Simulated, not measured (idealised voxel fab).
process module | voxel tone inversion
cross-section cut | 260 nm wide | cells 5 nm
A cross-section is a grid of square cells, given in bands from the top down. A band is one or more rows of cells.
Each band's line starts with the height of the band's top and of its bottom, in nm. Then come its materials from left to right, each with its width in nm. One material with "throughout" fills the band from edge to edge. "air" is empty space.
Height 0 is the level under which the wafer as received is all one material. The lowest band goes on downwards, as in "0 down".
A width such as "30 to 40" changes by the same amount from each row of cells to the next, from the band's top row to its bottom row.
"no change" after a step means that no cell of the cross-section changed.
closed voids: empty space of 8 cells or more with no open way to the top, each as width x height at its distance from the left edge, in nm
after a step's settings: what the simulator itself notes on the step
overlay nm, on a step with a mask: how far to the right of its planned place the mask lay; to the left if negative
plan
1 op RECEIVE | material Si
2 op CONFORMAL_DEP | material SiCN | thk nm 10
3 op DIRECTIONAL_DEP | material aC | thk nm 25
4 op PATTERN | tone cover | mask id POSTS | material resist | width nm 25 | pitch nm 55 | thk nm 35 | overlay nm 0
5 op DIRECTIONAL_ETCH | etch materials aC | depth nm 25
6 op STRIP | etch materials resist
7 op FILL_DEP | material SiO2 | thk nm 5
8 op CMP | height nm 35
9 op STRIP | etch materials aC
first wafer, as planned
as received, after step 1
  0 down: Si throughout
  closed voids: none
after step 2
  10 to 0: SiCN throughout
  below 0: unchanged
after step 3
  35 to 10: aC throughout
  below 10: unchanged
after step 4
  70 to 35: air 60 | resist 25 | air 30 | resist 25 | air 30 | resist 25 | air 65
  below 35: unchanged
after step 5
  45 to 35: air 60 | resist 25 | air 30 | resist 25 | air 30 | resist 25 | air 65
  35 to 10: air 60 | aC 25 | air 30 | aC 25 | air 30 | aC 25 | air 65
  below 10: unchanged
after step 6
  35 to 10: air 60 | aC 25 | air 30 | aC 25 | air 30 | aC 25 | air 65
  below 10: unchanged
after step 7
  40 to 35: SiO2 throughout
  35 to 10: SiO2 60 | aC 25 | SiO2 30 | aC 25 | SiO2 30 | aC 25 | SiO2 65
  below 10: unchanged
after step 8
  35 to 10: SiO2 60 | aC 25 | SiO2 30 | aC 25 | SiO2 30 | aC 25 | SiO2 65
  below 10: unchanged
after step 9
  35 to 10: SiO2 60 | air 25 | SiO2 30 | air 25 | SiO2 30 | air 25 | SiO2 65
  below 10: unchanged
second wafer: like start, like plan, one mistake. Through step 3 it matches the first wafer
when step 4 should have ended
  70 to 35: air 70 | resist 25 | air 30 | resist 25 | air 30 | resist 25 | air 55
  below 35: unchanged
when step 5 should have ended
  45 to 35: air 70 | resist 25 | air 30 | resist 25 | air 30 | resist 25 | air 55
  35 to 10: air 70 | aC 25 | air 30 | aC 25 | air 30 | aC 25 | air 55
  below 10: unchanged
when step 6 should have ended
  35 to 10: air 70 | aC 25 | air 30 | aC 25 | air 30 | aC 25 | air 55
  below 10: unchanged
when step 7 should have ended
  40 to 35: SiO2 throughout
  35 to 10: SiO2 70 | aC 25 | SiO2 30 | aC 25 | SiO2 30 | aC 25 | SiO2 55
  below 10: unchanged
when step 8 should have ended
  35 to 10: SiO2 70 | aC 25 | SiO2 30 | aC 25 | SiO2 30 | aC 25 | SiO2 55
  below 10: unchanged
when step 9 should have ended
  35 to 10: SiO2 70 | air 25 | SiO2 30 | air 25 | SiO2 30 | air 25 | SiO2 55
  below 10: unchanged
what went wrong: step 4 ran as: op PATTERN | tone cover | mask id POSTS | material resist | width nm 25 | pitch nm 55 | thk nm 35 | overlay nm 10
at the end the second wafer has, in cells: as many of each material as the first, in other places
